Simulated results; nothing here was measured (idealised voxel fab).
Name of the process module below: voxel gate over fins
Square cell edge 5 nm, section width 250 nm, ID cut.
A cross-section in this document is a grid of square cells, and it is written down as bands, the top band listed before the ones below it; a band is made up of one or more rows of cells.
Each band's line starts with the height of the band's top and of its bottom, in nm. Then come its materials from left to right, each with its width in nm. One material with "edge to edge" fills the band from edge to edge. "blank" is empty space.
Heights from 0 (as-received wafer is one material below). Bottom band endless downward, as "0 and below".
It should be noted that a width expressed as "30..40" varies in equal increments from row to row of cells within the band, taking the value of the first number at the top row and that of the second number at the bottom row.
Key: "everything unchanged" - step with no changed cell in the cross-section.
What "Closed void table" gives you is every empty space of 8 cells or more that is cut off from the top. Each appears as width x height at distance, with the distance taken from the left edge and width, height and distance all in nm.
Post-settings text on a step line: simulator's own remark regarding the step.
If you see "overlay nm" on a step's line and that step has a mask, it's telling you how far right of where it was planned the mask ended up; a negative number means it went left instead.

-- Process steps foreseen in the plan
1: RECEIVE [material Si]
2: CONFORMAL_DEP [material SiN] [thk nm 5]
3: PATTERN [tone cover] [mask id FINS] [material resist] [width nm 15] [pitch nm 50] [thk nm 20] [overlay nm 0]
4: DIRECTIONAL_ETCH [etch materials SiN] [depth nm 5]
5: DIRECTIONAL_ETCH [etch materials Si] [depth nm 35]
6: STRIP [etch materials resist]
7: OXIDIZE [depth nm 5]
8: FILL_DEP [material SiO2] [thk nm 15]
9: CMP [height nm 5]
10: PATTERN [tone open] [mask id RAIL] [material resist] [width nm 15] [thk nm 20] [overlay nm 0]
11: DIRECTIONAL_ETCH [etch materials SiO2] [depth nm 35]
12: STRIP [etch materials resist]
13: CONFORMAL_DEP [material TiN] [thk nm 5]
14: FILL_DEP [material W] [thk nm 5]
15: CMP [height nm 5]
16: SELECTIVE_ETCH [etch materials W Ru TiN] [depth nm 25]
17: FILL_DEP [material SiO2] [thk nm 5]
18: CMP [height nm 5]
19: SELECTIVE_ETCH [etch materials SiO2] [depth nm 20]
20: STRIP [etch materials SiN]
21: CONFORMAL_DEP [material HfO2] [thk nm 5]
22: CONFORMAL_DEP [material TiN] [thk nm 5]
23: FILL_DEP [material W] [thk nm 10]
24: CMP [height nm 15]
25: CONFORMAL_DEP [material SiN] [thk nm 5]

-- Cross-section of the incoming wafer, state after step 1
* 0 and below | Si edge to edge
* Closed void table: none

-- Sectioned view, first of two wafers, at the close of the module, processed as intended in the plan
* 20 down to 15 | SiN edge to edge
* 15 down to 10 | W edge to edge
* 10 down to 5 | 60 W | 25 TiN | 25 W | 25 TiN | 25 W | 25 TiN | 65 W
* 5 down to 0 | 60 W | 5 TiN | 15 HfO2 | 5 TiN | 25 W | 5 TiN | 15 HfO2 | 5 TiN | 25 W | 5 TiN | 15 HfO2 | 5 TiN | 65 W
* 0 down to -5 | 60 W | 5 TiN | 5 HfO2 | 5 Si | 5 HfO2 | 5 TiN | 25 W | 5 TiN | 5 HfO2 | 5 Si | 5 HfO2 | 5 TiN | 25 W | 5 TiN | 5 HfO2 | 5 Si | 5 HfO2 | 5 TiN | 65 W
* -5 down to -10 | 65 TiN | 5 HfO2 | 5 Si | 5 HfO2 | 35 TiN | 5 HfO2 | 5 Si | 5 HfO2 | 35 TiN | 5 HfO2 | 5 Si | 5 HfO2 | 70 TiN
* -10 down to -15 | 70 HfO2 | 5 Si | 45 HfO2 | 5 Si | 45 HfO2 | 5 Si | 75 HfO2
* -15 down to -20 | 70 SiO2 | 5 Si | 45 SiO2 | 5 Si | 45 SiO2 | 5 Si | 75 SiO2
* -20 down to -25 | 70 SiO2 | 5 Si | 15 SiO2 | 5 TiN | 5 W | 5 TiN | 15 SiO2 | 5 Si | 45 SiO2 | 5 Si | 75 SiO2
* -25 down to -30 | 70 SiO2 | 5 Si | 15 SiO2 | 15 TiN | 15 SiO2 | 5 Si | 45 SiO2 | 5 Si | 75 SiO2
* -30 down to -40 | 70 SiO2 | 5 Si | 45 SiO2 | 5 Si | 45 SiO2 | 5 Si | 75 SiO2
* -40 and below | Si edge to edge
* Closed void table: none

-- Presented here is a cross-section of the second of the two wafers as it stood at the end of the module. It was started in the same manner and assigned the same plan as the first wafer; however, one mistake was made in its execution
* 20 down to 15 | SiN edge to edge
* 15 down to 10 | W edge to edge
* 10 down to 5 | 60 W | 25 TiN | 25 W | 25 TiN | 25 W | 25 TiN | 65 W
* 5 down to 0 | 60 W | 5 TiN | 15 HfO2 | 5 TiN | 25 W | 5 TiN | 15 HfO2 | 5 TiN | 25 W | 5 TiN | 15 HfO2 | 5 TiN | 65 W
* 0 down to -5 | 60 W | 5 TiN | 5 HfO2 | 5 Si | 5 HfO2 | 5 TiN | 25 W | 5 TiN | 5 HfO2 | 5 Si | 5 HfO2 | 5 TiN | 25 W | 5 TiN | 5 HfO2 | 5 Si | 5 HfO2 | 5 TiN | 65 W
* -5 down to -10 | 65 TiN | 5 HfO2 | 5 Si | 5 HfO2 | 35 TiN | 5 HfO2 | 5 Si | 5 HfO2 | 35 TiN | 5 HfO2 | 5 Si | 5 HfO2 | 70 TiN
* -10 down to -15 | 70 HfO2 | 5 Si | 45 HfO2 | 5 Si | 45 HfO2 | 5 Si | 75 HfO2
* -15 down to -20 | 70 SiO2 | 5 Si | 45 SiO2 | 5 Si | 45 SiO2 | 5 Si | 75 SiO2
* -20 down to -25 | 70 SiO2 | 5 Si | 10 SiO2 | 5 TiN | 15 W | 5 TiN | 10 SiO2 | 5 Si | 45 SiO2 | 5 Si | 75 SiO2
* -25 down to -30 | 70 SiO2 | 5 Si | 10 SiO2 | 25 TiN | 10 SiO2 | 5 Si | 45 SiO2 | 5 Si | 75 SiO2
* -30 down to -40 | 70 SiO2 | 5 Si | 45 SiO2 | 5 Si | 45 SiO2 | 5 Si | 75 SiO2
* -40 and below | Si edge to edge
* Closed void table: none
Processing error: step 10 did not happen as planned, as run it was PATTERN [tone open] [mask id RAIL] [material resist] [width nm 25] [thk nm 20] [overlay nm 0]
FYI, end of process, the second wafer has more or fewer cells of some materials than the first: -4 SiO2; +2 TiN; +2 W
